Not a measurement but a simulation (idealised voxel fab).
process module | voxel self aligned vias
cross-section cut | 285 nm wide | cells 5 nm
A cross-section is a grid of square cells, given in bands from the top down. A band is one or more rows of cells.
Each band's line starts with the height of the band's top and of its bottom, in nm. Then come its materials from left to right, each with its width in nm. One material with "throughout" fills the band from edge to edge. "air" is empty space.
Height 0 is the level under which the wafer as received is all one material. The lowest band goes on downwards, as in "0 down".
A width such as "30 to 40" changes by the same amount from each row of cells to the next, from the band's top row to its bottom row.
"no change" after a step means that no cell of the cross-section changed.
closed voids: empty space of 8 cells or more with no open way to the top, each as width x height at its distance from the left edge, in nm
after a step's settings: what the simulator itself notes on the step
overlay nm, on a step with a mask: how far to the right of its planned place the mask lay; to the left if negative
plan
1 op RECEIVE | material Si
2 op CONFORMAL_DEP | material SiO2 | thk nm 15
3 op CONFORMAL_DEP | material SiCN | thk nm 5
4 op DIRECTIONAL_DEP | material lowk | thk nm 25
5 op PATTERN | tone open | mask id LINES | material resist | width nm 30 | pitch nm 70 | thk nm 20 | overlay nm 0
6 op DIRECTIONAL_ETCH | etch materials lowk | depth nm 25
7 op STRIP | etch materials resist
8 op CONFORMAL_DEP | material TiN | thk nm 5
9 op FILL_DEP | material Ru | thk nm 10
10 op CMP | height nm 45
11 op SELECTIVE_ETCH | etch materials W Ru TiN | depth nm 5
12 op FILL_DEP | material SiN | thk nm 10
13 op CMP | height nm 45
14 op DIRECTIONAL_DEP | material lowk | thk nm 20
15 op PATTERN | tone open | mask id VIAS | material resist | width nm 40 | pitch nm 70 | thk nm 15 | overlay nm 0
16 op DIRECTIONAL_ETCH | etch materials lowk | depth nm 20
17 op DIRECTIONAL_ETCH | etch materials SiN | depth nm 5
18 op STRIP | etch materials resist
19 op CONFORMAL_DEP | material TiN | thk nm 5
20 op FILL_DEP | material Cu | thk nm 10
21 op CMP | height nm 65
22 op CONFORMAL_DEP | material SiN | thk nm 5
as received, after step 1
  0 down: Si throughout
  closed voids: none
first wafer at the end, as planned
  70 to 65: SiN throughout
  65 to 50: lowk 85 | TiN 5 | Cu 30 | TiN 5 | lowk 30 | TiN 5 | Cu 30 | TiN 5 | lowk 90
  50 to 45: lowk 85 | TiN 10 | Cu 20 | TiN 10 | lowk 30 | TiN 10 | Cu 20 | TiN 10 | lowk 90
  45 to 40: lowk 90 | TiN 30 | lowk 40 | TiN 30 | lowk 95
  40 to 25: lowk 90 | TiN 5 | Ru 20 | TiN 5 | lowk 40 | TiN 5 | Ru 20 | TiN 5 | lowk 95
  25 to 20: lowk 90 | TiN 30 | lowk 40 | TiN 30 | lowk 95
  20 to 15: SiCN throughout
  15 to 0: SiO2 throughout
  0 down: Si throughout
  closed voids: none
second wafer at the end: like start, like plan, one mistake
  70 to 65: SiN throughout
  65 to 50: lowk 85 | TiN 5 | Cu 30 | TiN 5 | lowk 30 | TiN 5 | Cu 30 | TiN 5 | lowk 90
  50 to 45: lowk 85 | TiN 5 | Cu 20 | TiN 15 | lowk 30 | TiN 5 | Cu 20 | TiN 15 | lowk 90
  45 to 40: lowk 85 | TiN 30 | lowk 40 | TiN 30 | lowk 100
  40 to 25: lowk 85 | TiN 5 | Ru 20 | TiN 5 | lowk 40 | TiN 5 | Ru 20 | TiN 5 | lowk 100
  25 to 20: lowk 85 | TiN 30 | lowk 40 | TiN 30 | lowk 100
  20 to 15: SiCN throughout
  15 to 0: SiO2 throughout
  0 down: Si throughout
  closed voids: none
what went wrong: step 5 ran as: op PATTERN | tone open | mask id LINES | material resist | width nm 30 | pitch nm 70 | thk nm 20 | overlay nm -5
at the end the second wafer has, in cells: as many of each material as the first, in other places
